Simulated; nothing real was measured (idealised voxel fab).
Process module, titled voxel capacitor over wiring
The figure presents cross-section cut, which has a width of 260 nm and is divided into square cells with an edge length of 5 nm.
Format of a cross-section: grid, square cells. Given as bands. Order: top down. Band: one or more rows of cells.
Per band: top height and bottom height in nm, followed by the left-to-right materials and their widths in nm; "all across" marks a single material spanning edge to edge, "air" marks empty space.
Heights are expressed relative to 0, this being the level below which the as-received wafer comprises one material exclusively. The lowest band is unbounded in the downward direction and is denoted as in "0 nm and below".
Width spec "30..40" -> top row of cells at first value, bottom row at second value, equal per-row change in between.
"no modifications" (step): cross-section cells unchanged, all of them.
Voids not open to the top, 8 cells minimum: see "Non-vented voids". Written width x height at distance; distance is from the left edge; nm.
Step line, after settings: the simulator's comment on this step.
Steps that use a mask can have "overlay nm" on their line. It says how far the mask sat to the right of where it was meant to be. Negative means to the left.

The following list gives the planned process steps
1 RECEIVE (material Si)
2 CONFORMAL_DEP (material SiO2; thk nm 10)
3 CONFORMAL_DEP (material SiN; thk nm 5)
4 DIRECTIONAL_DEP (material lowk; thk nm 15)
5 PATTERN (tone open; mask id METAL_1; material resist; width nm 30; pitch nm 90; thk nm 15; overlay nm 0)
6 DIRECTIONAL_ETCH (etch materials lowk; depth nm 15)
7 DIRECTIONAL_ETCH (etch materials SiN; depth nm 5)
8 STRIP (etch materials resist)
9 CONFORMAL_DEP (material TiN; thk nm 5)
10 FILL_DEP (material Cu; thk nm 10)
11 CMP (height nm 30)
12 CONFORMAL_DEP (material SiCN; thk nm 5)
13 DIRECTIONAL_DEP (material SiO2; thk nm 10)
14 MASKED_ETCH (tone open; mask id PLUG_1; width nm 15; etch materials SiO2; depth nm 10; overlay nm 0)
15 MASKED_ETCH (tone open; mask id PLUG_1; width nm 15; etch materials SiCN; depth nm 5; overlay nm 0)
16 EPI (material Ru; thk nm 10)
17 EPI (material Ru; thk nm 5)
18 DIRECTIONAL_DEP (material TiN; thk nm 10)
19 DIRECTIONAL_DEP (material HfO2; thk nm 5)
20 DIRECTIONAL_DEP (material TiN; thk nm 5)
21 PATTERN (tone cover; mask id UPPER_PLATE; material resist; width nm 65; thk nm 15; overlay nm 0)
22 DIRECTIONAL_ETCH (etch materials TiN; depth nm 5)
23 DIRECTIONAL_ETCH (etch materials HfO2; depth nm 5)
24 STRIP (etch materials resist)
25 DIRECTIONAL_DEP (material aC; thk nm 15)
26 PATTERN (tone cover; mask id LOWER_PLATE; material resist; width nm 75; thk nm 35; overlay nm 0)
27 DIRECTIONAL_ETCH (etch materials aC; depth nm 15)
28 STRIP (etch materials resist)
29 DIRECTIONAL_ETCH (etch materials TiN; depth nm 10)
30 STRIP (etch materials aC)
31 FILL_DEP (material SiO2; thk nm 15)
32 CMP (height nm 75)
33 PATTERN (tone open; mask id PLUG_2; material resist; width nm 15; thk nm 15; overlay nm 0)
34 DIRECTIONAL_ETCH (etch materials SiO2; depth nm 10)
35 STRIP (etch materials resist)
36 CONFORMAL_DEP (material TiN; thk nm 5)
37 FILL_DEP (material Cu; thk nm 10)
38 CMP (height nm 75)
39 CONFORMAL_DEP (material SiN; thk nm 5)
It is noted that the wafers described herein are identical at the outset and are distinguished by the width nm of step 14; the value stated in the plan corresponds to the first wafer.

Cross-section of the first of several wafers as received (after step 1)
- 0 nm and below = Si all across
- Non-vented voids: none

Rows = wafers. At module end, each row lists per material the cells gained (+) or lost (-) since the wafer was received, then the closed voids
width nm 15, +25 Cu, +13 HfO2, +9 Ru, +49 SiCN, +92 SiN, +452 SiO2, +72 TiN, +120 lowk, Non-vented voids: none
width nm 20, +25 Cu, +13 HfO2, +11 Ru, +49 SiCN, +92 SiN, +450 SiO2, +72 TiN, +120 lowk, Non-vented voids: none
width nm 25, +25 Cu, +13 HfO2, +13 Ru, +49 SiCN, +92 SiN, +448 SiO2, +72 TiN, +120 lowk, Non-vented voids: none
width nm 30, +25 Cu, +13 HfO2, +15 Ru, +49 SiCN, +92 SiN, +446 SiO2, +72 TiN, +120 lowk, Non-vented voids: none
